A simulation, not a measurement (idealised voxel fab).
Module name: voxel spacer lines (process module)
It is cross-section cut that appears here, measuring 225 nm in width, its square cells being 5 nm in size.
This document writes a cross-section as a grid whose cells are square, and gives it as bands, listed from the top down; one or more rows of cells form a band. Basically the band line says how high the top is and how high the bottom is, in nm, and then what's in it from left to right, every material with its width in nm. Empty space shows up as "blank", and if a single material carries "edge to edge" it runs the full band edge to edge. All heights in this document are referenced to 0, defined as the level beneath which the wafer, as received, consists entirely of one material. The lowest band is not bounded below; it extends indefinitely downward and is written in the form "z 0 and below". A width given as "30 to 40" starts at the first number in the band's top row and ends at the second number in its bottom row, shifting by an equal amount at every step from row to row. Any step labelled "nothing changed" changed none of the cells in the cross-section. This entry, "Sealed void listing", enumerates those empty regions of no fewer than 8 cells that possess no open connection to the top. Each region is reported in the form width x height at distance, the distance being taken from the left edge, with all three quantities expressed in nm. On a step's line, text after the settings is the simulator commenting on that step. overlay nm: mask right of planned place by this much (step with mask). Neg. = left.
### Planned process steps
| 1 | RECEIVE,material Si |
| 2 | CONFORMAL_DEP,material Al2O3,thk nm 10 |
| 3 | DIRECTIONAL_DEP,material TiN,thk nm 10 |
| 4 | DIRECTIONAL_DEP,material aC,thk nm 25 |
| 5 | PATTERN,tone cover,mask id MANDREL,material resist,width nm 25,pitch nm 70,thk nm 35,overlay nm 0 |
| 6 | DIRECTIONAL_ETCH,etch materials aC,depth nm 25 |
| 7 | STRIP,etch materials resist |
| 8 | CONFORMAL_DEP,material SiO2,thk nm 10 |
| 9 | DIRECTIONAL_ETCH,etch materials SiO2,depth nm 10 |
| 10 | STRIP,etch materials aC |
| 11 | DIRECTIONAL_ETCH,etch materials TiN,depth nm 10 |
| 12 | STRIP,etch materials SiO2 |
| 13 | FILL_DEP,material lowk,thk nm 10 |
| 14 | CMP,height nm 20 |
### Here's what the wafer looked like in cross-section when it arrived - that's after step 1
	z 0 and below | Si edge to edge
	Sealed void listing: none
### The plan above was carried out on the starting structure above with one mistake, and this cross-section shows the wafer at the end of the module
	z 20 to 10 | lowk: 20 | TiN: 10 | lowk: 25 | TiN: 10 | lowk: 25 | TiN: 10 | lowk: 25 | TiN: 10 | lowk: 25 | TiN: 10 | lowk: 25 | TiN: 10 | lowk: 20
	z 10 to 0 | lowk edge to edge
	z 0 and below | Si edge to edge
	Sealed void listing: none
Deviation noted in wafer processing: step 2 changed vs plan, executed as CONFORMAL_DEP,material lowk,thk nm 10
